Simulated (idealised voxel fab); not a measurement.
This section sets out a process module, namely voxel transistor to metal.
Cross-section cut: width 180 nm, square cells of 5 nm.
Cross-section layout: square cells on a grid; listed as bands, top to bottom; a band spans one or more cell rows. Band: top height; bottom height; in nm. Then, left to right: material with width in nm, for each material. "edge to edge": a single material spanning edge to edge. "blank": empty space. Note: height 0 marks the level under which the wafer is uniformly one material as received. Lowest band unbounded below, written "0 and below". Note: "30..40" means the width goes from the first number (top row of the band) to the second number (bottom row) in equal steps per row of cells. Step note "no modification" = no cross-section cell changed. This entry, "Non-vented voids", enumerates those empty regions of no fewer than 8 cells that possess no open connection to the top. Each region is reported in the form width x height at distance, the distance being taken from the left edge, with all three quantities expressed in nm. On a step's line, text after the settings is the simulator commenting on that step. overlay nm: on a step with a mask, how far right of its planned place the mask lay; negative means left.
Process steps (planned)
1: RECEIVE with material Si
2: OXIDIZE with depth nm 5
3: CONFORMAL_DEP with material SiN, thk nm 15
4: DIRECTIONAL_DEP with material aC, thk nm 15
5: PATTERN with tone cover, mask id ACTIVE, material resist, width nm 95, thk nm 35, overlay nm 0
6: DIRECTIONAL_ETCH with etch materials aC, depth nm 15
7: STRIP with etch materials resist
8: DIRECTIONAL_ETCH with etch materials SiN, depth nm 15
9: DIRECTIONAL_ETCH with etch materials SiO2, depth nm 5
10: DIRECTIONAL_ETCH with etch materials Si, depth nm 20
11: STRIP with etch materials aC
12: OXIDIZE with depth nm 5
13: FILL_DEP with material SiO2, thk nm 15
14: CMP with height nm 15
15: SELECTIVE_ETCH with etch materials SiO2, depth nm 5
16: STRIP with etch materials SiN
17: SELECTIVE_ETCH with etch materials SiO2, depth nm 5
18: OXIDIZE with depth nm 5
19: DIRECTIONAL_DEP with material polySi, thk nm 20
20: DIRECTIONAL_DEP with material SiCN, thk nm 15
21: DIRECTIONAL_DEP with material aC, thk nm 10
22: PATTERN with tone cover, mask id GATE, material resist, width nm 15, thk nm 30, overlay nm 0
23: DIRECTIONAL_ETCH with etch materials aC, depth nm 10
24: STRIP with etch materials resist
25: DIRECTIONAL_ETCH with etch materials SiCN, depth nm 25
26: DIRECTIONAL_ETCH with etch materials polySi, depth nm 30
27: STRIP with etch materials aC
28: CONFORMAL_DEP with material SiO2, thk nm 5
29: DIRECTIONAL_ETCH with etch materials SiO2, depth nm 5
30: CONFORMAL_DEP with material SiN, thk nm 5
31: DIRECTIONAL_ETCH with etch materials SiN, depth nm 5
32: DIRECTIONAL_ETCH with etch materials SiO2, depth nm 5
33: DIRECTIONAL_ETCH with etch materials Si, depth nm 10
34: EPI with material SiGe, thk nm 10
35: FILL_DEP with material SiO2, thk nm 10
36: CMP with height nm 30
37: DIRECTIONAL_DEP with material SiO2, thk nm 10
38: DIRECTIONAL_DEP with material aC, thk nm 10
39: PATTERN with tone open, mask id CONTACT, material resist, width nm 30, pitch nm 55, thk nm 25, overlay nm 0
40: DIRECTIONAL_ETCH with etch materials aC, depth nm 10
41: STRIP with etch materials resist
42: DIRECTIONAL_ETCH with etch materials SiO2, depth nm 50
43: STRIP with etch materials aC
44: CONFORMAL_DEP with material TiN, thk nm 5
45: FILL_DEP with material Ru, thk nm 10
46: CMP with height nm 40
47: CONFORMAL_DEP with material SiN, thk nm 5
48: DIRECTIONAL_DEP with material lowk, thk nm 20
49: PATTERN with tone open, mask id METAL_1, material resist, width nm 15, pitch nm 70, thk nm 20, overlay nm 0
50: DIRECTIONAL_ETCH with etch materials lowk, depth nm 20
51: DIRECTIONAL_ETCH with etch materials SiN, depth nm 5
52: STRIP with etch materials resist
53: CONFORMAL_DEP with material TiN, thk nm 5
54: FILL_DEP with material Ru, thk nm 5
55: CMP with height nm 65
56: EPI with material Ru, thk nm 5
57: FILL_DEP with material SiCN, thk nm 5
58: DIRECTIONAL_DEP with material lowk, thk nm 30
59: DIRECTIONAL_DEP with material aC, thk nm 15
60: PATTERN with tone open, mask id METAL_2, material resist, width nm 15, pitch nm 70, thk nm 35, overlay nm 0
61: DIRECTIONAL_ETCH with etch materials aC, depth nm 15
62: STRIP with etch materials resist
63: DIRECTIONAL_ETCH with etch materials lowk, depth nm 15
64: STRIP with etch materials aC
65: DIRECTIONAL_DEP with material aC, thk nm 10
66: PATTERN with tone open, mask id METAL_2_HOLES, material resist, width nm 15, pitch nm 70, thk nm 30, overlay nm 0
67: DIRECTIONAL_ETCH with etch materials aC, depth nm 10
68: STRIP with etch materials resist
69: DIRECTIONAL_ETCH with etch materials lowk, depth nm 15
70: DIRECTIONAL_ETCH with etch materials SiCN, depth nm 5
71: STRIP with etch materials aC
72: CONFORMAL_DEP with material TiN, thk nm 5
73: FILL_DEP with material Cu, thk nm 5
74: CMP with height nm 105
75: CONFORMAL_DEP with material SiCN, thk nm 5
Wafer as received: cross-section following step 1
	0 and below = Si edge to edge
	Non-vented voids: none
Wafer cross-section at module end: first of two, run to plan
	110 down to 105 = SiCN edge to edge
	105 down to 75 = lowk (45), then TiN (5), then Cu (5), then TiN (5), then lowk (55), then TiN (5), then Cu (5), then TiN (5), then lowk (50)
	75 down to 70 = SiCN (45), then TiN (15), then SiCN (55), then TiN (15), then SiCN (50)
	70 down to 65 = SiCN (40), then Ru (25), then SiCN (45), then Ru (25), then SiCN (45)
	65 down to 45 = lowk (45), then TiN (5), then Ru (5), then TiN (5), then lowk (55), then TiN (5), then Ru (5), then TiN (5), then lowk (50)
	45 down to 40 = SiN (45), then TiN (15), then SiN (55), then TiN (15), then SiN (50)
	40 down to 30 = SiO2 (45), then TiN (5), then Ru (20..15), then TiN (5..10), then SiO2 (25), then TiN (5..10), then Ru (20..15), then TiN (5), then SiO2 (50)
	30 down to 15 = SiO2 (45), then TiN (5), then Ru (15), then TiN (5), then SiN (5), then SiO2 (5), then SiCN (15), then SiO2 (5), then SiN (5), then TiN (5), then Ru (15), then TiN (5), then SiO2 (50)
	15 down to 5 = SiO2 (45), then TiN (5), then Ru (15), then TiN (5), then SiN (5), then SiO2 (5), then polySi (15), then SiO2 (5), then SiN (5), then TiN (5), then Ru (15), then TiN (5), then SiO2 (50)
	5 down to 0 = SiO2 (40), then SiN (5), then TiN (5), then Ru (5), then TiN (15), then SiN (5), then SiO2 (5), then polySi (15), then SiO2 (5), then SiN (5), then TiN (15), then Ru (5), then TiN (5), then SiN (5), then SiO2 (45)
	0 down to -5 = SiO2 (40), then SiN (5), then TiN (5), then Ru (5), then TiN (5), then SiGe (10), then SiN (5), then SiO2 (5), then polySi (15), then SiO2 (5), then SiN (5), then SiGe (10), then TiN (5), then Ru (5), then TiN (5), then SiN (5), then SiO2 (45)
	-5 down to -10 = SiO2 (45), then TiN (15), then SiGe (10), then SiO2 (35), then SiGe (10), then TiN (15), then SiO2 (50)
	-10 down to -20 = SiO2 (45), then SiGe (25), then Si (35), then SiGe (25), then SiO2 (50)
	-20 down to -30 = SiO2 (45), then Si (85), then SiO2 (50)
	-30 and below = Si edge to edge
	Non-vented voids: none
Same start, same plan as the first wafer - but one mistake in the run. Cross-section of the second of the two at the end of the module
	110 down to 105 = SiCN edge to edge
	105 down to 75 = lowk (45), then TiN (5), then Cu (5), then TiN (5), then lowk (55), then TiN (5), then Cu (5), then TiN (5), then lowk (50)
	75 down to 70 = SiCN (45), then TiN (15), then SiCN (55), then TiN (15), then SiCN (50)
	70 down to 65 = SiCN (40), then Ru (25), then SiCN (45), then Ru (25), then SiCN (45)
	65 down to 45 = lowk (45), then TiN (5), then Ru (5), then TiN (5), then lowk (55), then TiN (5), then Ru (5), then TiN (5), then lowk (50)
	45 down to 40 = SiN (45), then TiN (15), then SiN (55), then TiN (15), then SiN (50)
	40 down to 30 = SiO2 (45), then TiN (5), then Ru (20..15), then TiN (5..10), then SiO2 (25), then TiN (5..10), then Ru (20..15), then TiN (5), then SiO2 (50)
	30 down to 15 = SiO2 (45), then TiN (5), then Ru (15), then TiN (5), then SiN (5), then SiO2 (5), then SiCN (15), then SiO2 (5), then SiN (5), then TiN (5), then Ru (15), then TiN (5), then SiO2 (50)
	15 down to 5 = SiO2 (45), then TiN (5), then Ru (15), then TiN (5), then SiN (5), then SiO2 (5), then polySi (15), then SiO2 (5), then SiN (5), then TiN (5), then Ru (15..10), then TiN (5..10), then SiO2 (50)
	5 down to 0 = SiO2 (35), then SiN (5), then SiO2 (5), then TiN (5), then Ru (5), then TiN (15), then SiN (5), then SiO2 (5), then polySi (15), then SiO2 (5), then SiN (5), then TiN (20), then SiN (5), then SiO2 (50)
	0 down to -5 = SiO2 (35), then SiN (5), then SiO2 (5), then TiN (5), then Ru (5), then TiN (5), then SiGe (10), then SiN (5), then SiO2 (5), then polySi (15), then SiO2 (5), then SiN (5), then SiGe (10), then TiN (10), then SiN (5), then SiO2 (50)
	-5 down to -10 = SiO2 (45), then TiN (15), then SiGe (10), then SiO2 (35), then SiGe (10), then TiN (10), then SiO2 (55)
	-10 down to -20 = SiO2 (40), then SiGe (30), then Si (35), then SiGe (20), then SiO2 (55)
	-20 down to -30 = SiO2 (40), then Si (85), then SiO2 (55)
	-30 and below = Si edge to edge
	Non-vented voids: none
Against the plan, the run slipped here: step 5 was not run as planned; what actually ran was PATTERN with tone cover, mask id ACTIVE, material resist, width nm 95, thk nm 35, overlay nm -5
End check, counted in cells, second wafer has more or fewer of these materials than the first: -3 Ru, +3 SiO2
